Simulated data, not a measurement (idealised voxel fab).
Title: Process Module voxel wiring stack
The width of the displayed cross-section, cut, is 230 nm; its cells are square, with a size of 5 nm.
How to read a cross-section here: the picture is a grid of square cells, written as bands going from the top down, and any band can span one or more rows of cells.
Heads up on the band format: heights come first, top then bottom, in nm. After that it's the materials left to right, each with its width in nm. A single material flagged "all across" fills the whole band edge to edge, and "empty" means there's empty space there.
For the purposes of this specification, 0 denotes the height below which the wafer in its as-received condition is composed wholly of one material, and the lowermost band, lacking a lower limit, extends downward without end, as expressed in "0 nm and below".
When a width is written as two numbers, as in "30 to 40", the first number is the width in the top row of cells of the band and the second is the width in its bottom row, and the width changes by the same amount from each row to the next.
The designation "no alteration", where it is given for a processing step, indicates that no cell of the cross-section was altered in the course of that step.
What "Sealed-off cavities" gives you is every empty space of 8 cells or more that is cut off from the top. Each appears as width x height at distance, with the distance taken from the left edge and width, height and distance all in nm.
Whatever follows a step's settings on its line is a remark the simulator itself makes about that step.
Each step line may optionally specify "overlay nm", which for a step with a mask gives the rightward distance between the mask's planned place and where it lay, a negative value indicating the leftward direction.
plan:
step 1: RECEIVE [material Si]
step 2: CONFORMAL_DEP [material SiO2] [thk nm 10]
step 3: CONFORMAL_DEP [material SiCN] [thk nm 5]
step 4: DIRECTIONAL_DEP [material lowk] [thk nm 25]
step 5: DIRECTIONAL_DEP [material aC] [thk nm 10]
step 6: PATTERN [tone open] [mask id METAL_1] [material resist] [width nm 30] [pitch nm 45] [thk nm 25] [overlay nm 0]
step 7: DIRECTIONAL_ETCH [etch materials aC] [depth nm 10]
step 8: STRIP [etch materials resist]
step 9: DIRECTIONAL_ETCH [etch materials lowk] [depth nm 25]
step 10: DIRECTIONAL_ETCH [etch materials SiCN] [depth nm 5]
step 11: STRIP [etch materials aC]
step 12: CONFORMAL_DEP [material TiN] [thk nm 5]
step 13: FILL_DEP [material Cu] [thk nm 5]
step 14: CMP [height nm 40]
step 15: CONFORMAL_DEP [material SiCN] [thk nm 5]
step 16: DIRECTIONAL_DEP [material SiO2] [thk nm 30]
step 17: MASKED_ETCH [tone open] [mask id METAL_2] [width nm 30] [pitch nm 45] [etch materials SiO2] [depth nm 20] [overlay nm 0]
step 18: DIRECTIONAL_DEP [material aC] [thk nm 15]
step 19: PATTERN [tone open] [mask id METAL_2_HOLES] [material resist] [width nm 15] [pitch nm 45] [thk nm 30] [overlay nm 0]
step 20: DIRECTIONAL_ETCH [etch materials aC] [depth nm 15]
step 21: STRIP [etch materials resist]
step 22: DIRECTIONAL_ETCH [etch materials SiO2] [depth nm 10]
step 23: DIRECTIONAL_ETCH [etch materials SiCN] [depth nm 5]
step 24: STRIP [etch materials aC]
step 25: CONFORMAL_DEP [material TiN] [thk nm 5]
step 26: FILL_DEP [material Cu] [thk nm 10]
step 27: CMP [height nm 75]
step 28: CONFORMAL_DEP [material SiCN] [thk nm 5]
step 29: DIRECTIONAL_DEP [material lowk] [thk nm 30]
step 30: MASKED_ETCH [tone open] [mask id METAL_3] [width nm 30] [pitch nm 45] [etch materials lowk] [depth nm 20] [overlay nm 0]
step 31: DIRECTIONAL_DEP [material aC] [thk nm 15]
step 32: PATTERN [tone open] [mask id METAL_3_HOLES] [material resist] [width nm 15] [pitch nm 45] [thk nm 30] [overlay nm 0]
step 33: DIRECTIONAL_ETCH [etch materials aC] [depth nm 15]
step 34: STRIP [etch materials resist]
step 35: DIRECTIONAL_ETCH [etch materials lowk] [depth nm 10]
step 36: DIRECTIONAL_ETCH [etch materials SiCN] [depth nm 5]
step 37: STRIP [etch materials aC]
step 38: CONFORMAL_DEP [material TiN] [thk nm 5]
step 39: FILL_DEP [material Ru] [thk nm 5]
step 40: CMP [height nm 110]
step 41: CONFORMAL_DEP [material SiCN] [thk nm 5]
first wafer, as planned:
As-received state of the wafer in cross-section, equivalent to post-step 1:
0 nm and below = Si all across
Sealed-off cavities: none
You're looking at a cross-section of the wafer after step 2:
10 nm to 0 nm = SiO2 all across
No changes below 0.
You're looking at a cross-section of the wafer after step 3:
15 nm to 10 nm = SiCN all across
No changes below 10.
You're looking at a cross-section of the wafer after step 4:
40 nm to 15 nm = lowk all across
No changes below 15.
You're looking at a cross-section of the wafer after step 5:
50 nm to 40 nm = aC all across
No changes below 40.
You're looking at a cross-section of the wafer after step 6:
75 nm to 50 nm = resist=30 / empty=30 / resist=15 / empty=30 / resist=15 / empty=30 / resist=15 / empty=30 / resist=35
No changes below 50.
You're looking at a cross-section of the wafer after step 7:
65 nm to 50 nm = resist=30 / empty=30 / resist=15 / empty=30 / resist=15 / empty=30 / resist=15 / empty=30 / resist=35
50 nm to 40 nm = aC=30 / empty=30 / aC=15 / empty=30 / aC=15 / empty=30 / aC=15 / empty=30 / aC=35
No changes below 40.
You're looking at a cross-section of the wafer after step 8:
50 nm to 40 nm = aC=30 / empty=30 / aC=15 / empty=30 / aC=15 / empty=30 / aC=15 / empty=30 / aC=35
No changes below 40.
You're looking at a cross-section of the wafer after step 9:
50 nm to 40 nm = aC=30 / empty=30 / aC=15 / empty=30 / aC=15 / empty=30 / aC=15 / empty=30 / aC=35
40 nm to 15 nm = lowk=30 / empty=30 / lowk=15 / empty=30 / lowk=15 / empty=30 / lowk=15 / empty=30 / lowk=35
No changes below 15.
You're looking at a cross-section of the wafer after step 10:
50 nm to 40 nm = aC=30 / empty=30 / aC=15 / empty=30 / aC=15 / empty=30 / aC=15 / empty=30 / aC=35
40 nm to 15 nm = lowk=30 / empty=30 / lowk=15 / empty=30 / lowk=15 / empty=30 / lowk=15 / empty=30 / lowk=35
15 nm to 10 nm = SiCN=30 / empty=30 / SiCN=15 / empty=30 / SiCN=15 / empty=30 / SiCN=15 / empty=30 / SiCN=35
No changes below 10.
You're looking at a cross-section of the wafer after step 11:
40 nm to 15 nm = lowk=30 / empty=30 / lowk=15 / empty=30 / lowk=15 / empty=30 / lowk=15 / empty=30 / lowk=35
No changes below 15.
You're looking at a cross-section of the wafer after step 12:
45 nm to 40 nm = TiN=35 / empty=20 / TiN=25 / empty=20 / TiN=25 / empty=20 / TiN=25 / empty=20 / TiN=40
40 nm to 15 nm = lowk=30 / TiN=5 / empty=20 / TiN=5 / lowk=15 / TiN=5 / empty=20 / TiN=5 / lowk=15 / TiN=5 / empty=20 / TiN=5 / lowk=15 / TiN=5 / empty=20 / TiN=5 / lowk=35
15 nm to 10 nm = SiCN=30 / TiN=30 / SiCN=15 / TiN=30 / SiCN=15 / TiN=30 / SiCN=15 / TiN=30 / SiCN=35
No changes below 10.
You're looking at a cross-section of the wafer after step 13:
50 nm to 45 nm = Cu all across
45 nm to 40 nm = TiN=35 / Cu=20 / TiN=25 / Cu=20 / TiN=25 / Cu=20 / TiN=25 / Cu=20 / TiN=40
40 nm to 15 nm = lowk=30 / TiN=5 / Cu=20 / TiN=5 / lowk=15 / TiN=5 / Cu=20 / TiN=5 / lowk=15 / TiN=5 / Cu=20 / TiN=5 / lowk=15 / TiN=5 / Cu=20 / TiN=5 / lowk=35
No changes below 15.
You're looking at a cross-section of the wafer after step 14:
40 nm to 15 nm = lowk=30 / TiN=5 / Cu=20 / TiN=5 / lowk=15 / TiN=5 / Cu=20 / TiN=5 / lowk=15 / TiN=5 / Cu=20 / TiN=5 / lowk=15 / TiN=5 / Cu=20 / TiN=5 / lowk=35
No changes below 15.
You're looking at a cross-section of the wafer after step 15:
45 nm to 40 nm = SiCN all across
No changes below 40.
You're looking at a cross-section of the wafer after step 16:
75 nm to 45 nm = SiO2 all across
No changes below 45.
You're looking at a cross-section of the wafer after step 17:
75 nm to 55 nm = SiO2=30 / empty=30 / SiO2=15 / empty=30 / SiO2=15 / empty=30 / SiO2=15 / empty=30 / SiO2=35
No changes below 55.
You're looking at a cross-section of the wafer after step 18:
90 nm to 75 nm = aC=30 / empty=30 / aC=15 / empty=30 / aC=15 / empty=30 / aC=15 / empty=30 / aC=35
75 nm to 70 nm = SiO2=30 / empty=30 / SiO2=15 / empty=30 / SiO2=15 / empty=30 / SiO2=15 / empty=30 / SiO2=35
70 nm to 55 nm = SiO2=30 / aC=30 / SiO2=15 / aC=30 / SiO2=15 / aC=30 / SiO2=15 / aC=30 / SiO2=35
No changes below 55.
You're looking at a cross-section of the wafer after step 19:
120 nm to 90 nm = resist=30 / empty=15 / resist=30 / empty=15 / resist=30 / empty=15 / resist=30 / empty=15 / resist=50
90 nm to 75 nm = aC=30 / empty=15 / resist=15 / aC=15 / empty=15 / resist=15 / aC=15 / empty=15 / resist=15 / aC=15 / empty=15 / resist=15 / aC=35
75 nm to 70 nm = SiO2=30 / empty=15 / resist=15 / SiO2=15 / empty=15 / resist=15 / SiO2=15 / empty=15 / resist=15 / SiO2=15 / empty=15 / resist=15 / SiO2=35
No changes below 70.
You're looking at a cross-section of the wafer after step 20:
105 nm to 90 nm = resist=30 / empty=15 / resist=30 / empty=15 / resist=30 / empty=15 / resist=30 / empty=15 / resist=50
90 nm to 75 nm = aC=30 / empty=15 / resist=15 / aC=15 / empty=15 / resist=15 / aC=15 / empty=15 / resist=15 / aC=15 / empty=15 / resist=15 / aC=35
75 nm to 70 nm = SiO2=30 / empty=15 / resist=15 / SiO2=15 / empty=15 / resist=15 / SiO2=15 / empty=15 / resist=15 / SiO2=15 / empty=15 / resist=15 / SiO2=35
70 nm to 55 nm = SiO2=30 / empty=15 / aC=15 / SiO2=15 / empty=15 / aC=15 / SiO2=15 / empty=15 / aC=15 / SiO2=15 / empty=15 / aC=15 / SiO2=35
No changes below 55.
You're looking at a cross-section of the wafer after step 21:
90 nm to 75 nm = aC=30 / empty=30 / aC=15 / empty=30 / aC=15 / empty=30 / aC=15 / empty=30 / aC=35
75 nm to 70 nm = SiO2=30 / empty=30 / SiO2=15 / empty=30 / SiO2=15 / empty=30 / SiO2=15 / empty=30 / SiO2=35
No changes below 70.
You're looking at a cross-section of the wafer after step 22:
90 nm to 75 nm = aC=30 / empty=30 / aC=15 / empty=30 / aC=15 / empty=30 / aC=15 / empty=30 / aC=35
75 nm to 70 nm = SiO2=30 / empty=30 / SiO2=15 / empty=30 / SiO2=15 / empty=30 / SiO2=15 / empty=30 / SiO2=35
70 nm to 55 nm = SiO2=30 / empty=15 / aC=15 / SiO2=15 / empty=15 / aC=15 / SiO2=15 / empty=15 / aC=15 / SiO2=15 / empty=15 / aC=15 / SiO2=35
55 nm to 45 nm = SiO2=30 / empty=15 / SiO2=30 / empty=15 / SiO2=30 / empty=15 / SiO2=30 / empty=15 / SiO2=50
No changes below 45.
You're looking at a cross-section of the wafer after step 23:
90 nm to 75 nm = aC=30 / empty=30 / aC=15 / empty=30 / aC=15 / empty=30 / aC=15 / empty=30 / aC=35
75 nm to 70 nm = SiO2=30 / empty=30 / SiO2=15 / empty=30 / SiO2=15 / empty=30 / SiO2=15 / empty=30 / SiO2=35
70 nm to 55 nm = SiO2=30 / empty=15 / aC=15 / SiO2=15 / empty=15 / aC=15 / SiO2=15 / empty=15 / aC=15 / SiO2=15 / empty=15 / aC=15 / SiO2=35
55 nm to 45 nm = SiO2=30 / empty=15 / SiO2=30 / empty=15 / SiO2=30 / empty=15 / SiO2=30 / empty=15 / SiO2=50
45 nm to 40 nm = SiCN=30 / empty=15 / SiCN=30 / empty=15 / SiCN=30 / empty=15 / SiCN=30 / empty=15 / SiCN=50
No changes below 40.
You're looking at a cross-section of the wafer after step 24:
75 nm to 55 nm = SiO2=30 / empty=30 / SiO2=15 / empty=30 / SiO2=15 / empty=30 / SiO2=15 / empty=30 / SiO2=35
No changes below 55.
You're looking at a cross-section of the wafer after step 25:
80 nm to 75 nm = TiN=35 / empty=20 / TiN=25 / empty=20 / TiN=25 / empty=20 / TiN=25 / empty=20 / TiN=40
75 nm to 60 nm = SiO2=30 / TiN=5 / empty=20 / TiN=5 / SiO2=15 / TiN=5 / empty=20 / TiN=5 / SiO2=15 / TiN=5 / empty=20 / TiN=5 / SiO2=15 / TiN=5 / empty=20 / TiN=5 / SiO2=35
60 nm to 55 nm = SiO2=30 / TiN=5 / empty=5 / TiN=20 / SiO2=15 / TiN=5 / empty=5 / TiN=20 / SiO2=15 / TiN=5 / empty=5 / TiN=20 / SiO2=15 / TiN=5 / empty=5 / TiN=20 / SiO2=35
55 nm to 45 nm = SiO2=30 / TiN=5 / empty=5 / TiN=5 / SiO2=30 / TiN=5 / empty=5 / TiN=5 / SiO2=30 / TiN=5 / empty=5 / TiN=5 / SiO2=30 / TiN=5 / empty=5 / TiN=5 / SiO2=50
45 nm to 40 nm = SiCN=30 / TiN=15 / SiCN=30 / TiN=15 / SiCN=30 / TiN=15 / SiCN=30 / TiN=15 / SiCN=50
No changes below 40.
You're looking at a cross-section of the wafer after step 26:
90 nm to 80 nm = Cu all across
80 nm to 75 nm = TiN=35 / Cu=20 / TiN=25 / Cu=20 / TiN=25 / Cu=20 / TiN=25 / Cu=20 / TiN=40
75 nm to 60 nm = SiO2=30 / TiN=5 / Cu=20 / TiN=5 / SiO2=15 / TiN=5 / Cu=20 / TiN=5 / SiO2=15 / TiN=5 / Cu=20 / TiN=5 / SiO2=15 / TiN=5 / Cu=20 / TiN=5 / SiO2=35
60 nm to 55 nm = SiO2=30 / TiN=5 / Cu=5 / TiN=20 / SiO2=15 / TiN=5 / Cu=5 / TiN=20 / SiO2=15 / TiN=5 / Cu=5 / TiN=20 / SiO2=15 / TiN=5 / Cu=5 / TiN=20 / SiO2=35
55 nm to 45 nm = SiO2=30 / TiN=5 / Cu=5 / TiN=5 / SiO2=30 / TiN=5 / Cu=5 / TiN=5 / SiO2=30 / TiN=5 / Cu=5 / TiN=5 / SiO2=30 / TiN=5 / Cu=5 / TiN=5 / SiO2=50
No changes below 45.
You're looking at a cross-section of the wafer after step 27:
75 nm to 60 nm = SiO2=30 / TiN=5 / Cu=20 / TiN=5 / SiO2=15 / TiN=5 / Cu=20 / TiN=5 / SiO2=15 / TiN=5 / Cu=20 / TiN=5 / SiO2=15 / TiN=5 / Cu=20 / TiN=5 / SiO2=35
No changes below 60.
You're looking at a cross-section of the wafer after step 28:
80 nm to 75 nm = SiCN all across
No changes below 75.
You're looking at a cross-section of the wafer after step 29:
110 nm to 80 nm = lowk all across
No changes below 80.
You're looking at a cross-section of the wafer after step 30:
110 nm to 90 nm = lowk=30 / empty=30 / lowk=15 / empty=30 / lowk=15 / empty=30 / lowk=15 / empty=30 / lowk=35
No changes below 90.
You're looking at a cross-section of the wafer after step 31:
125 nm to 110 nm = aC=30 / empty=30 / aC=15 / empty=30 / aC=15 / empty=30 / aC=15 / empty=30 / aC=35
110 nm to 105 nm = lowk=30 / empty=30 / lowk=15 / empty=30 / lowk=15 / empty=30 / lowk=15 / empty=30 / lowk=35
105 nm to 90 nm = lowk=30 / aC=30 / lowk=15 / aC=30 / lowk=15 / aC=30 / lowk=15 / aC=30 / lowk=35
No changes below 90.
You're looking at a cross-section of the wafer after step 32:
155 nm to 125 nm = resist=30 / empty=15 / resist=30 / empty=15 / resist=30 / empty=15 / resist=30 / empty=15 / resist=50
125 nm to 110 nm = aC=30 / empty=15 / resist=15 / aC=15 / empty=15 / resist=15 / aC=15 / empty=15 / resist=15 / aC=15 / empty=15 / resist=15 / aC=35
110 nm to 105 nm = lowk=30 / empty=15 / resist=15 / lowk=15 / empty=15 / resist=15 / lowk=15 / empty=15 / resist=15 / lowk=15 / empty=15 / resist=15 / lowk=35
No changes below 105.
You're looking at a cross-section of the wafer after step 33:
140 nm to 125 nm = resist=30 / empty=15 / resist=30 / empty=15 / resist=30 / empty=15 / resist=30 / empty=15 / resist=50
125 nm to 110 nm = aC=30 / empty=15 / resist=15 / aC=15 / empty=15 / resist=15 / aC=15 / empty=15 / resist=15 / aC=15 / empty=15 / resist=15 / aC=35
110 nm to 105 nm = lowk=30 / empty=15 / resist=15 / lowk=15 / empty=15 / resist=15 / lowk=15 / empty=15 / resist=15 / lowk=15 / empty=15 / resist=15 / lowk=35
105 nm to 90 nm = lowk=30 / empty=15 / aC=15 / lowk=15 / empty=15 / aC=15 / lowk=15 / empty=15 / aC=15 / lowk=15 / empty=15 / aC=15 / lowk=35
No changes below 90.
You're looking at a cross-section of the wafer after step 34:
125 nm to 110 nm = aC=30 / empty=30 / aC=15 / empty=30 / aC=15 / empty=30 / aC=15 / empty=30 / aC=35
110 nm to 105 nm = lowk=30 / empty=30 / lowk=15 / empty=30 / lowk=15 / empty=30 / lowk=15 / empty=30 / lowk=35
No changes below 105.
You're looking at a cross-section of the wafer after step 35:
125 nm to 110 nm = aC=30 / empty=30 / aC=15 / empty=30 / aC=15 / empty=30 / aC=15 / empty=30 / aC=35
110 nm to 105 nm = lowk=30 / empty=30 / lowk=15 / empty=30 / lowk=15 / empty=30 / lowk=15 / empty=30 / lowk=35
105 nm to 90 nm = lowk=30 / empty=15 / aC=15 / lowk=15 / empty=15 / aC=15 / lowk=15 / empty=15 / aC=15 / lowk=15 / empty=15 / aC=15 / lowk=35
90 nm to 80 nm = lowk=30 / empty=15 / lowk=30 / empty=15 / lowk=30 / empty=15 / lowk=30 / empty=15 / lowk=50
No changes below 80.
You're looking at a cross-section of the wafer after step 36:
125 nm to 110 nm = aC=30 / empty=30 / aC=15 / empty=30 / aC=15 / empty=30 / aC=15 / empty=30 / aC=35
110 nm to 105 nm = lowk=30 / empty=30 / lowk=15 / empty=30 / lowk=15 / empty=30 / lowk=15 / empty=30 / lowk=35
105 nm to 90 nm = lowk=30 / empty=15 / aC=15 / lowk=15 / empty=15 / aC=15 / lowk=15 / empty=15 / aC=15 / lowk=15 / empty=15 / aC=15 / lowk=35
90 nm to 80 nm = lowk=30 / empty=15 / lowk=30 / empty=15 / lowk=30 / empty=15 / lowk=30 / empty=15 / lowk=50
80 nm to 75 nm = SiCN=30 / empty=15 / SiCN=30 / empty=15 / SiCN=30 / empty=15 / SiCN=30 / empty=15 / SiCN=50
No changes below 75.
You're looking at a cross-section of the wafer after step 37:
110 nm to 90 nm = lowk=30 / empty=30 / lowk=15 / empty=30 / lowk=15 / empty=30 / lowk=15 / empty=30 / lowk=35
No changes below 90.
You're looking at a cross-section of the wafer after step 38:
115 nm to 110 nm = TiN=35 / empty=20 / TiN=25 / empty=20 / TiN=25 / empty=20 / TiN=25 / empty=20 / TiN=40
110 nm to 95 nm = lowk=30 / TiN=5 / empty=20 / TiN=5 / lowk=15 / TiN=5 / empty=20 / TiN=5 / lowk=15 / TiN=5 / empty=20 / TiN=5 / lowk=15 / TiN=5 / empty=20 / TiN=5 / lowk=35
95 nm to 90 nm = lowk=30 / TiN=5 / empty=5 / TiN=20 / lowk=15 / TiN=5 / empty=5 / TiN=20 / lowk=15 / TiN=5 / empty=5 / TiN=20 / lowk=15 / TiN=5 / empty=5 / TiN=20 / lowk=35
90 nm to 80 nm = lowk=30 / TiN=5 / empty=5 / TiN=5 / lowk=30 / TiN=5 / empty=5 / TiN=5 / lowk=30 / TiN=5 / empty=5 / TiN=5 / lowk=30 / TiN=5 / empty=5 / TiN=5 / lowk=50
80 nm to 75 nm = SiCN=30 / TiN=15 / SiCN=30 / TiN=15 / SiCN=30 / TiN=15 / SiCN=30 / TiN=15 / SiCN=50
No changes below 75.
You're looking at a cross-section of the wafer after step 39:
120 nm to 115 nm = Ru all across
115 nm to 110 nm = TiN=35 / Ru=20 / TiN=25 / Ru=20 / TiN=25 / Ru=20 / TiN=25 / Ru=20 / TiN=40
110 nm to 95 nm = lowk=30 / TiN=5 / Ru=20 / TiN=5 / lowk=15 / TiN=5 / Ru=20 / TiN=5 / lowk=15 / TiN=5 / Ru=20 / TiN=5 / lowk=15 / TiN=5 / Ru=20 / TiN=5 / lowk=35
95 nm to 90 nm = lowk=30 / TiN=5 / Ru=5 / TiN=20 / lowk=15 / TiN=5 / Ru=5 / TiN=20 / lowk=15 / TiN=5 / Ru=5 / TiN=20 / lowk=15 / TiN=5 / Ru=5 / TiN=20 / lowk=35
90 nm to 80 nm = lowk=30 / TiN=5 / Ru=5 / TiN=5 / lowk=30 / TiN=5 / Ru=5 / TiN=5 / lowk=30 / TiN=5 / Ru=5 / TiN=5 / lowk=30 / TiN=5 / Ru=5 / TiN=5 / lowk=50
No changes below 80.
You're looking at a cross-section of the wafer after step 40:
110 nm to 95 nm = lowk=30 / TiN=5 / Ru=20 / TiN=5 / lowk=15 / TiN=5 / Ru=20 / TiN=5 / lowk=15 / TiN=5 / Ru=20 / TiN=5 / lowk=15 / TiN=5 / Ru=20 / TiN=5 / lowk=35
No changes below 95.
You're looking at a cross-section of the wafer after step 41:
115 nm to 110 nm = SiCN all across
No changes below 110.
Wafer two of two - same starting point, same process plan, one mistake in execution; matches wafer one up to and including step 27:
Cross-sectional representation of the second wafer at the time designated in the plan for the completion of step 28:
105 nm to 75 nm = lowk all across
No changes below 75.
Cross-sectional representation of the second wafer at the time designated in the plan for the completion of step 29:
110 nm to 105 nm = SiCN all across
No changes below 105.
Cross-sectional representation of the second wafer at the time designated in the plan for the completion of step 30: no alteration
Cross-sectional representation of the second wafer at the time designated in the plan for the completion of step 31:
125 nm to 110 nm = aC all across
No changes below 110.
Cross-sectional representation of the second wafer at the time designated in the plan for the completion of step 32:
155 nm to 125 nm = resist=30 / empty=15 / resist=30 / empty=15 / resist=30 / empty=15 / resist=30 / empty=15 / resist=50
No changes below 125.
Cross-sectional representation of the second wafer at the time designated in the plan for the completion of step 33:
140 nm to 125 nm = resist=30 / empty=15 / resist=30 / empty=15 / resist=30 / empty=15 / resist=30 / empty=15 / resist=50
125 nm to 110 nm = aC=30 / empty=15 / aC=30 / empty=15 / aC=30 / empty=15 / aC=30 / empty=15 / aC=50
No changes below 110.
Cross-sectional representation of the second wafer at the time designated in the plan for the completion of step 34:
125 nm to 110 nm = aC=30 / empty=15 / aC=30 / empty=15 / aC=30 / empty=15 / aC=30 / empty=15 / aC=50
No changes below 110.
Cross-sectional representation of the second wafer at the time designated in the plan for the completion of step 35: no alteration
Cross-sectional representation of the second wafer at the time designated in the plan for the completion of step 36:
125 nm to 110 nm = aC=30 / empty=15 / aC=30 / empty=15 / aC=30 / empty=15 / aC=30 / empty=15 / aC=50
110 nm to 105 nm = SiCN=30 / empty=15 / SiCN=30 / empty=15 / SiCN=30 / empty=15 / SiCN=30 / empty=15 / SiCN=50
No changes below 105.
Cross-sectional representation of the second wafer at the time designated in the plan for the completion of step 37:
110 nm to 105 nm = SiCN=30 / empty=15 / SiCN=30 / empty=15 / SiCN=30 / empty=15 / SiCN=30 / empty=15 / SiCN=50
No changes below 105.
Cross-sectional representation of the second wafer at the time designated in the plan for the completion of step 38:
115 nm to 110 nm = TiN=35 / empty=5 / TiN=40 / empty=5 / TiN=40 / empty=5 / TiN=40 / empty=5 / TiN=55
110 nm to 105 nm = SiCN=30 / TiN=15 / SiCN=30 / TiN=15 / SiCN=30 / TiN=15 / SiCN=30 / TiN=15 / SiCN=50
No changes below 105.
Cross-sectional representation of the second wafer at the time designated in the plan for the completion of step 39:
120 nm to 115 nm = Ru all across
115 nm to 110 nm = TiN=35 / Ru=5 / TiN=40 / Ru=5 / TiN=40 / Ru=5 / TiN=40 / Ru=5 / TiN=55
No changes below 110.
Cross-sectional representation of the second wafer at the time designated in the plan for the completion of step 40:
110 nm to 105 nm = SiCN=30 / TiN=15 / SiCN=30 / TiN=15 / SiCN=30 / TiN=15 / SiCN=30 / TiN=15 / SiCN=50
No changes below 105.
Cross-sectional representation of the second wafer at the time designated in the plan for the completion of step 41:
115 nm to 110 nm = SiCN all across
No changes below 110.
Processing error: a sequencing error occurred in which plan steps 28 and 29 were transposed
Final cells, second wafer relative to first, materials higher or lower: -60 Ru, -60 TiN, +120 lowk
